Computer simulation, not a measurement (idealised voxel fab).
Presented below is a process module, voxel self aligned vias.
In the cross-section labelled cut, the width is 235 nm and each square cell is 5 nm.
For the purposes of this document, a cross-section shall be understood as a grid of square cells, specified as bands listed in top-to-bottom order, each band consisting of one or more rows of cells. First you get the band's top height and its bottom height, in nm, and then the materials it's made of, left to right, with each width in nm. If you see a single material with "full width", that one covers the band edge to edge. "empty" is empty space. Measure heights from 0. That's the level where, below it, the as-received wafer is all one material. The lowest band is bottomless and extends downward; write it as in "from 0 down". Per-row width for "30->40": begins at first number (top row of band), ends at second number (bottom row), increment between rows held constant. "changes: none", as given for a step, is the statement that not any cell of the cross-section underwent a change during that step. Empty spaces counting at least 8 cells and having no open way to the top are listed in "Sealed-off cavities". The notation width x height at distance is used for each, the distance being from the left edge and all three values in nm. Whatever follows a step's settings on its line is a remark the simulator itself makes about that step. "overlay nm", when on a step's line for a step with a mask, measures how far to the right of its planned place the mask lay; a negative measure means to the left.

## Listed below are the process steps as planned
1. op RECEIVE | material Si
2. op CONFORMAL_DEP | material SiO2 | thk nm 10
3. op CONFORMAL_DEP | material SiCN | thk nm 5
4. op DIRECTIONAL_DEP | material lowk | thk nm 30
5. op DIRECTIONAL_DEP | material aC | thk nm 10
6. op PATTERN | tone open | mask id LINES | material resist | width nm 20 | pitch nm 55 | thk nm 30 | overlay nm 0
7. op DIRECTIONAL_ETCH | etch materials aC | depth nm 10
8. op STRIP | etch materials resist
9. op DIRECTIONAL_ETCH | etch materials lowk | depth nm 30
10. op STRIP | etch materials aC
11. op CONFORMAL_DEP | material TiN | thk nm 5
12. op FILL_DEP | material Ru | thk nm 10
13. op CMP | height nm 45
14. op SELECTIVE_ETCH | etch materials W Ru TiN | depth nm 5
15. op FILL_DEP | material SiN | thk nm 10
16. op CMP | height nm 45
17. op DIRECTIONAL_DEP | material lowk | thk nm 15
18. op PATTERN | tone open | mask id VIAS | material resist | width nm 30 | pitch nm 110 | thk nm 15 | overlay nm 0
19. op DIRECTIONAL_ETCH | etch materials lowk | depth nm 15
20. op DIRECTIONAL_ETCH | etch materials SiN | depth nm 10
21. op STRIP | etch materials resist
22. op CONFORMAL_DEP | material TiN | thk nm 5
23. op FILL_DEP | material Cu | thk nm 5
24. op CMP | height nm 60
25. op CONFORMAL_DEP | material SiN | thk nm 5
The value of depth nm given for step 14 in the plan refers to the first wafer; the wafers vary in this setting and are alike at the start.

## Here's the first of the wafers in cross-section, just as we got it, i.e. after step 1
from 0 down = Si full width
Sealed-off cavities: none

## Cross-section, first of several wafers, end of module, after last step 25
from 65 to 60 = SiN full width
from 60 to 50 = 45 lowk, then 5 TiN, then 20 Cu, then 5 TiN, then 80 lowk, then 5 TiN, then 20 Cu, then 5 TiN, then 50 lowk
from 50 to 45 = 45 lowk, then 10 TiN, then 10 Cu, then 10 TiN, then 80 lowk, then 10 TiN, then 10 Cu, then 10 TiN, then 50 lowk
from 45 to 40 = 50 lowk, then 20 TiN, then 35 lowk, then 20 SiN, then 35 lowk, then 20 TiN, then 55 lowk
from 40 to 20 = 50 lowk, then 5 TiN, then 10 Ru, then 5 TiN, then 35 lowk, then 5 TiN, then 10 Ru, then 5 TiN, then 35 lowk, then 5 TiN, then 10 Ru, then 5 TiN, then 55 lowk
from 20 to 15 = 50 lowk, then 20 TiN, then 35 lowk, then 20 TiN, then 35 lowk, then 20 TiN, then 55 lowk
from 15 to 10 = SiCN full width
from 10 to 0 = SiO2 full width
from 0 down = Si full width
Sealed-off cavities: none

## End of module, last wafer sectioned
from 65 to 60 = SiN full width
from 60 to 50 = 45 lowk, then 5 TiN, then 20 Cu, then 5 TiN, then 80 lowk, then 5 TiN, then 20 Cu, then 5 TiN, then 50 lowk
from 50 to 45 = 45 lowk, then 10 TiN, then 10 Cu, then 10 TiN, then 80 lowk, then 10 TiN, then 10 Cu, then 10 TiN, then 50 lowk
from 45 to 40 = 50 lowk, then 5 TiN, then 10 Cu, then 5 TiN, then 35 lowk, then 20 SiN, then 35 lowk, then 5 TiN, then 10 Cu, then 5 TiN, then 55 lowk
from 40 to 35 = 50 lowk, then 20 TiN, then 35 lowk, then 20 SiN, then 35 lowk, then 20 TiN, then 55 lowk
from 35 to 20 = 50 lowk, then 20 SiN, then 35 lowk, then 20 SiN, then 35 lowk, then 20 SiN, then 55 lowk
from 20 to 15 = 50 lowk, then 20 TiN, then 35 lowk, then 20 TiN, then 35 lowk, then 20 TiN, then 55 lowk
from 15 to 10 = SiCN full width
from 10 to 0 = SiO2 full width
from 0 down = Si full width
Sealed-off cavities: none

## Quick key for the table: a row per wafer, taken at the end of the module. For each material it tells you how many cells the wafer gained (+) or lost (-) since it came in, and the closed voids come after
depth nm 5; +20 Cu; +24 Ru; +47 SiCN; +51 SiN; +94 SiO2; +60 TiN; +315 lowk; Sealed-off cavities: none
depth nm 10; +24 Cu; +18 Ru; +47 SiCN; +55 SiN; +94 SiO2; +58 TiN; +315 lowk; Sealed-off cavities: none
depth nm 15; +24 Cu; +12 Ru; +47 SiCN; +67 SiN; +94 SiO2; +52 TiN; +315 lowk; Sealed-off cavities: none
depth nm 20; +24 Cu; +6 Ru; +47 SiCN; +79 SiN; +94 SiO2; +46 TiN; +315 lowk; Sealed-off cavities: none
depth nm 25; +24 Cu; +47 SiCN; +91 SiN; +94 SiO2; +40 TiN; +315 lowk; Sealed-off cavities: none
